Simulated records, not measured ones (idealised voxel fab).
Process module heading - voxel capacitor over wiring
Square cell edge 5 nm, section width 250 nm, ID cut.
We lay out every cross-section as a grid of square cells and spell it out in bands from the top down, where one band means one or more rows of cells. The entry gives the band's vertical extent as a top height and a bottom height in nm, then its horizontal make-up as materials from left to right, each with a width in nm. "empty" stands for empty space; a single material marked "throughout" fills the band edge to edge. Where do heights start? At 0: under that level the wafer as delivered is made of one material only. And the lowest band has no floor; it just carries on downward, as in "0 down". The expression "30..40" gives the width at the extremes of the band, the first number at its top row of cells and the second at its bottom row, with the width changing by equal amounts from each row to the next in between. Basically "all unchanged" means that step didn't change any cell in the cross-section. "Completely sealed voids" - sealed voids, min. 8 cells, no opening to top; format: width x height at distance (distance from left edge; nm throughout). Note: text after step settings on the step line = simulator remark on that step. overlay nm: mask offset rightward from planned place, masked step; negative means leftward offset.

### Process steps (planned)
1,RECEIVE,material Si
2,CONFORMAL_DEP,material SiO2,thk nm 15
3,CONFORMAL_DEP,material SiCN,thk nm 5
4,DIRECTIONAL_DEP,material lowk,thk nm 15
5,DIRECTIONAL_DEP,material aC,thk nm 15
6,PATTERN,tone open,mask id METAL_1,material resist,width nm 20,pitch nm 90,thk nm 30,overlay nm 0
7,DIRECTIONAL_ETCH,etch materials aC,depth nm 15
8,STRIP,etch materials resist
9,DIRECTIONAL_ETCH,etch materials lowk,depth nm 15
10,DIRECTIONAL_ETCH,etch materials SiCN,depth nm 5
11,STRIP,etch materials aC
12,CONFORMAL_DEP,material TiN,thk nm 5
13,FILL_DEP,material Cu,thk nm 10
14,CMP,height nm 35
15,CONFORMAL_DEP,material SiCN,thk nm 5
16,DIRECTIONAL_DEP,material SiO2,thk nm 15
17,MASKED_ETCH,tone open,mask id PLUG_1,width nm 15,etch materials SiO2,depth nm 15,overlay nm 0
18,MASKED_ETCH,tone open,mask id PLUG_1,width nm 15,etch materials SiCN,depth nm 5,overlay nm 0
19,EPI,material Ru,thk nm 10
20,EPI,material Ru,thk nm 10
21,DIRECTIONAL_DEP,material TiN,thk nm 10
22,DIRECTIONAL_DEP,material Al2O3,thk nm 5
23,DIRECTIONAL_DEP,material TiN,thk nm 10
24,MASKED_ETCH,tone cover,mask id UPPER_PLATE,width nm 65,etch materials TiN,depth nm 10,overlay nm 0
25,MASKED_ETCH,tone cover,mask id UPPER_PLATE,width nm 65,etch materials Al2O3,depth nm 5,overlay nm 0
26,PATTERN,tone cover,mask id LOWER_PLATE,material resist,width nm 75,thk nm 20,overlay nm 0
27,DIRECTIONAL_ETCH,etch materials TiN,depth nm 10
28,STRIP,etch materials resist
29,FILL_DEP,material SiO2,thk nm 15
30,CMP,height nm 90
31,PATTERN,tone open,mask id PLUG_2,material resist,width nm 15,thk nm 15,overlay nm 0
32,DIRECTIONAL_ETCH,etch materials SiO2,depth nm 10
33,STRIP,etch materials resist
34,CONFORMAL_DEP,material TiN,thk nm 5
35,FILL_DEP,material Ru,thk nm 5
36,CMP,height nm 90
37,CONFORMAL_DEP,material SiCN,thk nm 5
All wafers enter the flow in the same state. The width nm at step 6 differs from wafer to wafer, and the plan gives the value for the first wafer.

### Sectional view: first of several wafers, as received, after step 1
	0 down: Si throughout
	Completely sealed voids: none

### The cross-section of the first of several wafers is given below for the end of the module, after its final step, step 37
	95 to 90: SiCN throughout
	90 to 85: 90 nm SiO2, then 5 nm TiN, then 5 nm Ru, then 5 nm TiN, then 145 nm SiO2
	85 to 80: 90 nm SiO2, then 15 nm TiN, then 145 nm SiO2
	80 to 70: 80 nm SiO2, then 65 nm TiN, then 105 nm SiO2
	70 to 65: 80 nm SiO2, then 65 nm Al2O3, then 105 nm SiO2
	65 to 55: 75 nm SiO2, then 75 nm TiN, then 100 nm SiO2
	55 to 40: 80 nm SiO2, then 15 nm Ru, then 155 nm SiO2
	40 to 35: 80 nm SiCN, then 15 nm Ru, then 155 nm SiCN
	35 to 20: 70 nm lowk, then 5 nm TiN, then 10 nm Cu, then 5 nm TiN, then 70 nm lowk, then 5 nm TiN, then 10 nm Cu, then 5 nm TiN, then 70 nm lowk
	20 to 15: 70 nm SiCN, then 20 nm TiN, then 70 nm SiCN, then 20 nm TiN, then 70 nm SiCN
	15 to 0: SiO2 throughout
	0 down: Si throughout
	Completely sealed voids: none

### X-section, last wafer, module end
	95 to 90: SiCN throughout
	90 to 85: 90 nm SiO2, then 5 nm TiN, then 5 nm Ru, then 5 nm TiN, then 145 nm SiO2
	85 to 80: 90 nm SiO2, then 15 nm TiN, then 145 nm SiO2
	80 to 70: 80 nm SiO2, then 65 nm TiN, then 105 nm SiO2
	70 to 65: 80 nm SiO2, then 65 nm Al2O3, then 105 nm SiO2
	65 to 55: 75 nm SiO2, then 75 nm TiN, then 100 nm SiO2
	55 to 40: 80 nm SiO2, then 15 nm Ru, then 155 nm SiO2
	40 to 35: 80 nm SiCN, then 15 nm Ru, then 155 nm SiCN
	35 to 20: 60 nm lowk, then 5 nm TiN, then 35 nm Cu, then 5 nm TiN, then 45 nm lowk, then 5 nm TiN, then 35 nm Cu, then 5 nm TiN, then 55 nm lowk
	20 to 15: 60 nm SiCN, then 45 nm TiN, then 45 nm SiCN, then 45 nm TiN, then 55 nm SiCN
	15 to 0: SiO2 throughout
	0 down: Si throughout
	Completely sealed voids: none

### Wafer rows, end of module: cells per material gained (+) or lost (-) since receipt; closed voids last
width nm 20; +13 Al2O3; +12 Cu; +13 Ru; +139 SiCN; +566 SiO2; +81 TiN; +126 lowk; Completely sealed voids: none
width nm 25; +13 Al2O3; +18 Cu; +13 Ru; +137 SiCN; +566 SiO2; +83 TiN; +120 lowk; Completely sealed voids: none
width nm 30; +13 Al2O3; +24 Cu; +13 Ru; +135 SiCN; +566 SiO2; +85 TiN; +114 lowk; Completely sealed voids: none
width nm 35; +13 Al2O3; +30 Cu; +13 Ru; +133 SiCN; +566 SiO2; +87 TiN; +108 lowk; Completely sealed voids: none
width nm 40; +13 Al2O3; +36 Cu; +13 Ru; +131 SiCN; +566 SiO2; +89 TiN; +102 lowk; Completely sealed voids: none
width nm 45; +13 Al2O3; +42 Cu; +13 Ru; +129 SiCN; +566 SiO2; +91 TiN; +96 lowk; Completely sealed voids: none
